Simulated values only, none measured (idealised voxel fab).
Module name: voxel transistor to metal (process module)
215 nm wide, 5 nm square cells: that's cross-section cut.
Format of a cross-section: grid, square cells. Given as bands. Order: top down. Band: one or more rows of cells.
A band entry consists of two parts. The first gives the height of the band's top and the height of its bottom, in nm. The rest lists the band's materials from left to right, each with its width in nm. A single material labelled with the word "throughout" fills the band from edge to edge, and the word "empty" marks empty space.
Heads up on the height convention: 0 is the point under which the incoming wafer is all one material, and the lowest band has no bottom, it just keeps going down, like "0 nm and below".
Top row gets the first number, bottom row gets the second, and each row in between changes by the same step: that is how a band width like "30 to 40" works.
No cell of the cross-section changed in a step that is given as "no change".
For the entry "Fully enclosed voids", the listed items are empty spaces with no open way to the top whose size is 8 cells or more; each item follows the pattern width x height at distance, where distance is from the left edge and all three are in nm.
Step line, after settings: the simulator's comment on this step.
When a step includes a mask, the "overlay nm" setting on its line states how far to the right of its planned place that mask lay, and negative values state how far to the left.
HERE'S WHAT THE PLANNED PROCESS STEPS LOOK LIKE
1: RECEIVE with material Si
2: OXIDIZE with depth nm 5
3: CONFORMAL_DEP with material SiN, thk nm 15
4: DIRECTIONAL_DEP with material aC, thk nm 10
5: PATTERN with tone cover, mask id ACTIVE, material resist, width nm 115, thk nm 25, overlay nm 0
6: DIRECTIONAL_ETCH with etch materials aC, depth nm 10
7: STRIP with etch materials resist
8: DIRECTIONAL_ETCH with etch materials SiN, depth nm 15
9: DIRECTIONAL_ETCH with etch materials SiO2, depth nm 5
10: DIRECTIONAL_ETCH with etch materials Si, depth nm 25
11: STRIP with etch materials aC
12: OXIDIZE with depth nm 5
13: FILL_DEP with material SiO2, thk nm 15
14: CMP with height nm 15
15: SELECTIVE_ETCH with etch materials SiO2, depth nm 15
16: STRIP with etch materials SiN
17: SELECTIVE_ETCH with etch materials SiO2, depth nm 5
18: OXIDIZE with depth nm 5
19: DIRECTIONAL_DEP with material polySi, thk nm 20
20: DIRECTIONAL_DEP with material SiCN, thk nm 10
21: PATTERN with tone cover, mask id GATE, material resist, width nm 25, thk nm 20, overlay nm 0
22: DIRECTIONAL_ETCH with etch materials SiCN, depth nm 20
23: DIRECTIONAL_ETCH with etch materials polySi, depth nm 30
24: STRIP with etch materials resist
25: CONFORMAL_DEP with material SiN, thk nm 5
26: DIRECTIONAL_ETCH with etch materials SiN, depth nm 5
27: DIRECTIONAL_ETCH with etch materials SiO2, depth nm 5
28: DIRECTIONAL_ETCH with etch materials Si, depth nm 15
29: EPI with material SiGe, thk nm 15
30: FILL_DEP with material SiO2, thk nm 10
31: CMP with height nm 15
32: STRIP with etch materials polySi
33: SELECTIVE_ETCH with etch materials SiO2, depth nm 5
34: CONFORMAL_DEP with material HfO2, thk nm 5
35: CONFORMAL_DEP with material TiN, thk nm 5
36: FILL_DEP with material W, thk nm 10
37: CMP with height nm 10
38: DIRECTIONAL_DEP with material SiO2, thk nm 15
39: PATTERN with tone open, mask id CONTACT, material resist, width nm 20, pitch nm 85, thk nm 20, overlay nm 0
40: DIRECTIONAL_ETCH with etch materials SiO2, depth nm 35
41: STRIP with etch materials resist
42: CONFORMAL_DEP with material TiN, thk nm 5
43: FILL_DEP with material W, thk nm 10
44: CMP with height nm 25
45: DIRECTIONAL_DEP with material TiN, thk nm 5
46: DIRECTIONAL_DEP with material Ru, thk nm 15
47: PATTERN with tone cover, mask id METAL_1, material resist, width nm 20, pitch nm 85, thk nm 20, overlay nm 0
48: DIRECTIONAL_ETCH with etch materials Ru, depth nm 15
49: DIRECTIONAL_ETCH with etch materials TiN, depth nm 5
50: STRIP with etch materials resist
51: CONFORMAL_DEP with material SiCN, thk nm 5
52: FILL_DEP with material lowk, thk nm 10
53: CMP with height nm 45
54: CONFORMAL_DEP with material SiCN, thk nm 5
AS-RECEIVED STATE OF THE WAFER IN CROSS-SECTION, EQUIVALENT TO POST-STEP 1
	0 nm and below = Si throughout
	Fully enclosed voids: none
FIRST OF TWO WAFERS AT THE END OF THE MODULE, SHOWN IN CROSS-SECTION; RUN CARRIED OUT AS PLANNED
	50 nm to 45 nm = SiCN throughout
	45 nm to 30 nm = 50 nm lowk, then 5 nm SiCN, then 20 nm Ru, then 5 nm SiCN, then 55 nm lowk, then 5 nm SiCN, then 20 nm Ru, then 5 nm SiCN, then 50 nm lowk
	30 nm to 25 nm = 55 nm SiCN, then 20 nm TiN, then 65 nm SiCN, then 20 nm TiN, then 55 nm SiCN
	25 nm to 10 nm = 55 nm SiO2, then 5 nm TiN, then 10 nm W, then 5 nm TiN, then 65 nm SiO2, then 5 nm TiN, then 10 nm W, then 5 nm TiN, then 55 nm SiO2
	10 nm to 5 nm = 55 nm SiO2, then 5 nm TiN, then 10 nm W, then 5 nm TiN, then 15 nm SiO2, then 5 nm SiN, then 5 nm HfO2, then 5 nm TiN, then 5 nm W, then 5 nm TiN, then 5 nm HfO2, then 5 nm SiN, then 15 nm SiO2, then 5 nm TiN, then 10 nm W, then 5 nm TiN, then 55 nm SiO2
	5 nm to 0 nm = 55 nm SiO2, then 5 nm TiN, then 10 nm W, then 5 nm TiN, then 15 nm SiGe, then 5 nm SiN, then 5 nm HfO2, then 5 nm TiN, then 5 nm W, then 5 nm TiN, then 5 nm HfO2, then 5 nm SiN, then 15 nm SiGe, then 5 nm TiN, then 10 nm W, then 5 nm TiN, then 55 nm SiO2
	0 nm to -5 nm = 55 nm SiO2, then 5 nm TiN, then 10 nm W, then 5 nm TiN, then 15 nm SiGe, then 5 nm SiN, then 5 nm HfO2, then 15 nm TiN, then 5 nm HfO2, then 5 nm SiN, then 15 nm SiGe, then 5 nm TiN, then 10 nm W, then 5 nm TiN, then 55 nm SiO2
	-5 nm to -10 nm = 55 nm SiO2, then 20 nm TiN, then 15 nm SiGe, then 35 nm HfO2, then 15 nm SiGe, then 20 nm TiN, then 55 nm SiO2
	-10 nm to -25 nm = 55 nm SiO2, then 35 nm SiGe, then 35 nm Si, then 35 nm SiGe, then 55 nm SiO2
	-25 nm to -35 nm = 55 nm SiO2, then 105 nm Si, then 55 nm SiO2
	-35 nm and below = Si throughout
	Fully enclosed voids: none
CROSS-SECTION OF THE LATTER OF THE TWO WAFERS AT MODULE COMPLETION. IT HAD AN IDENTICAL START AND AN IDENTICAL PLAN TO THE FORMER; IN RUNNING IT, ONE MISTAKE WAS MADE
	50 nm to 45 nm = SiCN throughout
	45 nm to 40 nm = 50 nm lowk, then 30 nm SiCN, then 55 nm lowk, then 30 nm SiCN, then 50 nm lowk
	40 nm to 25 nm = 50 nm lowk, then 5 nm SiCN, then 20 nm Ru, then 5 nm SiCN, then 55 nm lowk, then 5 nm SiCN, then 20 nm Ru, then 5 nm SiCN, then 50 nm lowk
	25 nm to 20 nm = 55 nm SiCN, then 20 nm TiN, then 65 nm SiCN, then 20 nm TiN, then 55 nm SiCN
	20 nm to 10 nm = 55 nm SiO2, then 5 nm TiN, then 10 nm W, then 5 nm TiN, then 65 nm SiO2, then 5 nm TiN, then 10 nm W, then 5 nm TiN, then 55 nm SiO2
	10 nm to 5 nm = 55 nm SiO2, then 5 nm TiN, then 10 nm W, then 5 nm TiN, then 15 nm SiO2, then 5 nm SiN, then 5 nm HfO2, then 5 nm TiN, then 5 nm W, then 5 nm TiN, then 5 nm HfO2, then 5 nm SiN, then 15 nm SiO2, then 5 nm TiN, then 10 nm W, then 5 nm TiN, then 55 nm SiO2
	5 nm to 0 nm = 55 nm SiO2, then 5 nm TiN, then 10 nm W, then 5 nm TiN, then 15 nm SiGe, then 5 nm SiN, then 5 nm HfO2, then 5 nm TiN, then 5 nm W, then 5 nm TiN, then 5 nm HfO2, then 5 nm SiN, then 15 nm SiGe, then 5 nm TiN, then 10 nm W, then 5 nm TiN, then 55 nm SiO2
	0 nm to -5 nm = 55 nm SiO2, then 5 nm TiN, then 10 nm W, then 5 nm TiN, then 15 nm SiGe, then 5 nm SiN, then 5 nm HfO2, then 15 nm TiN, then 5 nm HfO2, then 5 nm SiN, then 15 nm SiGe, then 5 nm TiN, then 10 nm W, then 5 nm TiN, then 55 nm SiO2
	-5 nm to -10 nm = 55 nm SiO2, then 20 nm TiN, then 15 nm SiGe, then 35 nm HfO2, then 15 nm SiGe, then 20 nm TiN, then 55 nm SiO2
	-10 nm to -25 nm = 55 nm SiO2, then 35 nm SiGe, then 35 nm Si, then 35 nm SiGe, then 55 nm SiO2
	-25 nm to -35 nm = 55 nm SiO2, then 105 nm Si, then 55 nm SiO2
	-35 nm and below = Si throughout
	Fully enclosed voids: none
Run error: not per plan at step 44, really ran CMP with height nm 20
Materials where the second wafer ends with more or fewer cells than the first: +12 SiCN; -35 SiO2; -4 TiN; -4 W; +31 lowk
